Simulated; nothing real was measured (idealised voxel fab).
process module | voxel capacitor over wiring
cross-section cut | 260 nm wide | cells 5 nm
A cross-section is a grid of square cells, given in bands from the top down. A band is one or more rows of cells.
Each band's line starts with the height of the band's top and of its bottom, in nm. Then come its materials from left to right, each with its width in nm. One material with "throughout" fills the band from edge to edge. "air" is empty space.
Height 0 is the level under which the wafer as received is all one material. The lowest band goes on downwards, as in "0 down".
A width such as "30 to 40" changes by the same amount from each row of cells to the next, from the band's top row to its bottom row.
"no change" after a step means that no cell of the cross-section changed.
closed voids: empty space of 8 cells or more with no open way to the top, each as width x height at its distance from the left edge, in nm
after a step's settings: what the simulator itself notes on the step
overlay nm, on a step with a mask: how far to the right of its planned place the mask lay; to the left if negative
plan
1 op RECEIVE | material Si
2 op CONFORMAL_DEP | material SiO2 | thk nm 10
3 op DIRECTIONAL_DEP | material TiN | thk nm 5
4 op DIRECTIONAL_DEP | material W | thk nm 15
5 op MASKED_ETCH | tone cover | mask id METAL_1 | width nm 30 | pitch nm 100 | etch materials W | depth nm 15 | overlay nm 0
6 op MASKED_ETCH | tone cover | mask id METAL_1 | width nm 30 | pitch nm 100 | etch materials TiN | depth nm 5 | overlay nm 0
7 op CONFORMAL_DEP | material SiN | thk nm 5
8 op FILL_DEP | material lowk | thk nm 10
9 op CMP | height nm 30
10 op CONFORMAL_DEP | material SiCN | thk nm 5
11 op DIRECTIONAL_DEP | material lowk | thk nm 15
12 op MASKED_ETCH | tone open | mask id PLUG_1 | width nm 15 | etch materials lowk | depth nm 15 | overlay nm 0
13 op MASKED_ETCH | tone open | mask id PLUG_1 | width nm 15 | etch materials SiCN | depth nm 5 | overlay nm 0
14 op EPI | material Ru | thk nm 10
15 op EPI | material Ru | thk nm 10
16 op DIRECTIONAL_DEP | material TiN | thk nm 5
17 op DIRECTIONAL_DEP | material HfO2 | thk nm 5
18 op DIRECTIONAL_DEP | material TiN | thk nm 10
19 op DIRECTIONAL_DEP | material aC | thk nm 15
20 op PATTERN | tone cover | mask id UPPER_PLATE | material resist | width nm 75 | thk nm 35 | overlay nm 0
21 op DIRECTIONAL_ETCH | etch materials aC | depth nm 15
22 op STRIP | etch materials resist
23 op DIRECTIONAL_ETCH | etch materials TiN | depth nm 10
24 op DIRECTIONAL_ETCH | etch materials HfO2 | depth nm 5
25 op STRIP | etch materials aC
26 op DIRECTIONAL_DEP | material aC | thk nm 15
27 op PATTERN | tone cover | mask id LOWER_PLATE | material resist | width nm 85 | thk nm 30 | overlay nm -15
28 op DIRECTIONAL_ETCH | etch materials aC | depth nm 15
29 op STRIP | etch materials resist
30 op DIRECTIONAL_ETCH | etch materials TiN | depth nm 5
31 op STRIP | etch materials aC
32 op FILL_DEP | material SiO2 | thk nm 15
33 op CMP | height nm 80
34 op DIRECTIONAL_DEP | material aC | thk nm 10
35 op PATTERN | tone open | mask id PLUG_2 | material resist | width nm 15 | thk nm 25 | overlay nm 0
36 op DIRECTIONAL_ETCH | etch materials aC | depth nm 10
37 op STRIP | etch materials resist
38 op DIRECTIONAL_ETCH | etch materials SiO2 | depth nm 10
39 op STRIP | etch materials aC
40 op CONFORMAL_DEP | material TiN | thk nm 5
41 op FILL_DEP | material Cu | thk nm 5
42 op CMP | height nm 80
43 op CONFORMAL_DEP | material SiN | thk nm 5
varied across the wafers: overlay nm of step 27. The plan shows the first wafer's value. All wafers start alike
first wafer as received, after step 1
  0 down: Si throughout
  closed voids: none
first wafer at the end, after step 43
  85 to 80: SiN throughout
  80 to 75: SiO2 90 | TiN 5 | Cu 5 | TiN 5 | SiO2 155
  75 to 65: SiO2 90 to 80 | TiN 15 to 65 | SiO2 155 to 115
  65 to 60: SiO2 80 | TiN 75 | SiO2 105
  60 to 55: SiO2 80 | HfO2 75 | SiO2 105
  55 to 50: SiO2 60 | TiN 95 | SiO2 105
  50 to 35: lowk 80 | Ru 15 | lowk 165
  35 to 30: SiCN 80 | Ru 15 | SiCN 165
  30 to 15: lowk 60 | SiN 5 | W 30 | SiN 5 | lowk 60 | SiN 5 | W 30 | SiN 5 | lowk 60
  15 to 10: SiN 65 | TiN 30 | SiN 70 | TiN 30 | SiN 65
  10 to 0: SiO2 throughout
  0 down: Si throughout
  closed voids: none
last wafer at the end
  85 to 80: SiN throughout
  80 to 75: SiO2 90 | TiN 5 | Cu 5 | TiN 5 | SiO2 155
  75 to 65: SiO2 90 | TiN 15 to 65 | SiO2 155 to 105
  65 to 60: SiO2 80 | TiN 75 | SiO2 105
  60 to 55: SiO2 80 | HfO2 75 | SiO2 105
  55 to 50: SiO2 80 | TiN 95 | SiO2 85
  50 to 35: lowk 80 | Ru 15 | lowk 165
  35 to 30: SiCN 80 | Ru 15 | SiCN 165
  30 to 15: lowk 60 | SiN 5 | W 30 | SiN 5 | lowk 60 | SiN 5 | W 30 | SiN 5 | lowk 60
  15 to 10: SiN 65 | TiN 30 | SiN 70 | TiN 30 | SiN 65
  10 to 0: SiO2 throughout
  0 down: Si throughout
  closed voids: none
each wafer at the end: cells of each material gained (+) or lost (-) since it was received, then its closed voids
overlay nm -15 | +1 Cu | +15 HfO2 | +12 Ru | +49 SiCN | +104 SiN | +348 SiO2 | +64 TiN | +36 W | +255 lowk | closed voids: none
overlay nm -10 | +1 Cu | +15 HfO2 | +12 Ru | +49 SiCN | +104 SiN | +348 SiO2 | +64 TiN | +36 W | +255 lowk | closed voids: none
overlay nm -5 | +1 Cu | +15 HfO2 | +12 Ru | +49 SiCN | +104 SiN | +348 SiO2 | +64 TiN | +36 W | +255 lowk | closed voids: none
overlay nm 0 | +1 Cu | +15 HfO2 | +12 Ru | +49 SiCN | +104 SiN | +348 SiO2 | +64 TiN | +36 W | +255 lowk | closed voids: none
overlay nm 5 | +1 Cu | +15 HfO2 | +12 Ru | +49 SiCN | +104 SiN | +348 SiO2 | +64 TiN | +36 W | +255 lowk | closed voids: none
overlay nm 10 | +1 Cu | +15 HfO2 | +12 Ru | +49 SiCN | +104 SiN | +348 SiO2 | +64 TiN | +36 W | +255 lowk | closed voids: none
overlay nm 15 | +1 Cu | +15 HfO2 | +12 Ru | +49 SiCN | +104 SiN | +348 SiO2 | +64 TiN | +36 W | +255 lowk | closed voids: none
